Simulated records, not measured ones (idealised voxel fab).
Process module heading - voxel released beams
In the cross-section labelled cut, the width is 150 nm and each square cell is 5 nm.
The cross-sections in this document take the form of a grid made of square cells. They are written out as bands, in order from top to bottom. Each band consists of one or more rows of cells.
Band: top height; bottom height; in nm. Then, left to right: material with width in nm, for each material. "edge to edge": a single material spanning edge to edge. "empty": empty space.
Height 0 is the level under which the wafer as received is all one material. The lowest band goes on downwards, as in "0 down".
Per-row width for "30 to 40": begins at first number (top row of band), ends at second number (bottom row), increment between rows held constant.
Key: "nothing different" - step with no changed cell in the cross-section.
Empty spaces counting at least 8 cells and having no open way to the top are listed in "Closed void register". The notation width x height at distance is used for each, the distance being from the left edge and all three values in nm.
It should be noted that, on the line of a given step, the content following the step's settings is a remark produced by the simulator itself with respect to that step.
The "overlay nm" setting may appear on a step's line; for a step that uses a mask, it gives how far to the right of its planned position the mask lay, and a negative value indicates the left.
Planned process steps:
1) RECEIVE, material Si
2) CONFORMAL_DEP, material Al2O3, thk nm 5
3) DIRECTIONAL_DEP, material SiO2, thk nm 20
4) DIRECTIONAL_DEP, material aC, thk nm 10
5) PATTERN, tone open, mask id ANCHOR, material resist, width nm 40, thk nm 30, overlay nm 0
6) DIRECTIONAL_ETCH, etch materials aC, depth nm 10
7) STRIP, etch materials resist
8) DIRECTIONAL_ETCH, etch materials SiO2, depth nm 20
9) STRIP, etch materials aC
10) CONFORMAL_DEP, material polySi, thk nm 15
11) PATTERN, tone cover, mask id BEAM, material resist, width nm 115, thk nm 15, overlay nm 0
12) DIRECTIONAL_ETCH, etch materials polySi, depth nm 15
13) STRIP, etch materials resist
14) STRIP, etch materials SiO2
As-received state of the wafer in cross-section, equivalent to post-step 1:
  0 down: Si edge to edge
  Closed void register: none
The first of two wafers, cross-sectioned at the end of the module, with the run proceeding as planned:
  40 to 25: empty 15 nm, then polySi 20 nm, then empty 10 nm, then polySi 85 nm, then empty 20 nm
  25 to 20: empty 20 nm, then polySi 15 nm, then empty 10 nm, then polySi 15 nm, then empty 90 nm
  20 to 5: empty 20 nm, then polySi 40 nm, then empty 90 nm
  5 to 0: Al2O3 edge to edge
  0 down: Si edge to edge
  Closed void register: none
Same start, same plan as the first wafer - but one mistake in the run. Cross-section of the second of the two at the end of the module:
  40 to 25: empty 15 nm, then polySi 25 nm, then empty 10 nm, then polySi 80 nm, then empty 20 nm
  25 to 20: empty 25 nm, then polySi 15 nm, then empty 10 nm, then polySi 15 nm, then empty 85 nm
  20 to 5: empty 25 nm, then polySi 40 nm, then empty 85 nm
  5 to 0: Al2O3 edge to edge
  0 down: Si edge to edge
  Closed void register: none
Where did the run depart from the plan? planned and actual differ for step 5; actual: PATTERN, tone open, mask id ANCHOR, material resist, width nm 40, thk nm 30, overlay nm 5
The two final wafers agree on how many cells each material fills and disagree on which cells those are.
